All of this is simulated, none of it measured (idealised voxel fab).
process module | voxel capacitor over wiring
cross-section cut | 210 nm wide | cells 5 nm
A cross-section is a grid of square cells, given in bands from the top down. A band is one or more rows of cells.
Each band's line starts with the height of the band's top and of its bottom, in nm. Then come its materials from left to right, each with its width in nm. One material with "throughout" fills the band from edge to edge. "air" is empty space.
Height 0 is the level under which the wafer as received is all one material. The lowest band goes on downwards, as in "0 down".
A width such as "30 to 40" changes by the same amount from each row of cells to the next, from the band's top row to its bottom row.
"no change" after a step means that no cell of the cross-section changed.
closed voids: empty space of 8 cells or more with no open way to the top, each as width x height at its distance from the left edge, in nm
after a step's settings: what the simulator itself notes on the step
overlay nm, on a step with a mask: how far to the right of its planned place the mask lay; to the left if negative
plan
1 op RECEIVE | material Si
2 op CONFORMAL_DEP | material SiO2 | thk nm 15
3 op CONFORMAL_DEP | material SiN | thk nm 5
4 op DIRECTIONAL_DEP | material SiO2 | thk nm 25
5 op PATTERN | tone open | mask id METAL_1 | material resist | width nm 30 | pitch nm 95 | thk nm 20 | overlay nm 0
6 op DIRECTIONAL_ETCH | etch materials SiO2 | depth nm 25
7 op DIRECTIONAL_ETCH | etch materials SiN | depth nm 5
8 op STRIP | etch materials resist
9 op CONFORMAL_DEP | material TiN | thk nm 5
10 op FILL_DEP | material Cu | thk nm 10
11 op CMP | height nm 45
12 op EPI | material Ru | thk nm 5
13 op FILL_DEP | material SiCN | thk nm 5
14 op DIRECTIONAL_DEP | material lowk | thk nm 15
15 op PATTERN | tone open | mask id PLUG_1 | material resist | width nm 15 | thk nm 15 | overlay nm 0
16 op DIRECTIONAL_ETCH | etch materials lowk | depth nm 15
17 op DIRECTIONAL_ETCH | etch materials SiCN | depth nm 5
18 op STRIP | etch materials resist
19 op CONFORMAL_DEP | material TiN | thk nm 5
20 op FILL_DEP | material Cu | thk nm 10
21 op CMP | height nm 70
22 op DIRECTIONAL_DEP | material TiN | thk nm 10
23 op DIRECTIONAL_DEP | material Al2O3 | thk nm 5
24 op DIRECTIONAL_DEP | material TiN | thk nm 10
25 op MASKED_ETCH | tone cover | mask id UPPER_PLATE | width nm 70 | etch materials TiN | depth nm 10 | overlay nm 0
26 op MASKED_ETCH | tone cover | mask id UPPER_PLATE | width nm 70 | etch materials Al2O3 | depth nm 5 | overlay nm 0
27 op DIRECTIONAL_DEP | material aC | thk nm 15
28 op PATTERN | tone cover | mask id LOWER_PLATE | material resist | width nm 80 | thk nm 30 | overlay nm 0
29 op DIRECTIONAL_ETCH | etch materials aC | depth nm 15
30 op STRIP | etch materials resist
31 op DIRECTIONAL_ETCH | etch materials TiN | depth nm 10
32 op STRIP | etch materials aC
33 op FILL_DEP | material SiO2 | thk nm 20
34 op CMP | height nm 110
35 op MASKED_ETCH | tone open | mask id PLUG_2 | width nm 15 | etch materials SiO2 | depth nm 15 | overlay nm 0
36 op CONFORMAL_DEP | material TiN | thk nm 5
37 op FILL_DEP | material Cu | thk nm 10
38 op CMP | height nm 110
39 op CONFORMAL_DEP | material SiCN | thk nm 5
as received, after step 1
  0 down: Si throughout
  closed voids: none
a wafer at the end: this start, this plan, one mistake
  115 to 110: SiCN throughout
  110 to 100: SiO2 65 | TiN 5 | Cu 5 | TiN 5 | SiO2 130
  100 to 95: SiO2 65 | TiN 15 | SiO2 130
  95 to 85: SiO2 60 | TiN 65 | SiO2 85
  85 to 80: SiO2 55 | Al2O3 70 | SiO2 85
  80 to 70: SiO2 50 | TiN 80 | SiO2 80
  70 to 55: lowk 55 | TiN 5 | Cu 5 | TiN 5 | lowk 140
  55 to 50: SiCN 55 | TiN 15 | SiCN 140
  50 to 45: SiCN 35 | Ru 40 | SiCN 55 | Ru 40 | SiCN 40
  45 to 20: SiO2 40 | TiN 5 | Cu 20 | TiN 5 | SiO2 65 | TiN 5 | Cu 20 | TiN 5 | SiO2 45
  20 to 15: SiN 40 | TiN 30 | SiN 65 | TiN 30 | SiN 45
  15 to 0: SiO2 throughout
  0 down: Si throughout
  closed voids: none
what went wrong: step 25 ran as: op MASKED_ETCH | tone cover | mask id UPPER_PLATE | width nm 65 | etch materials TiN | depth nm 10 | overlay nm 0
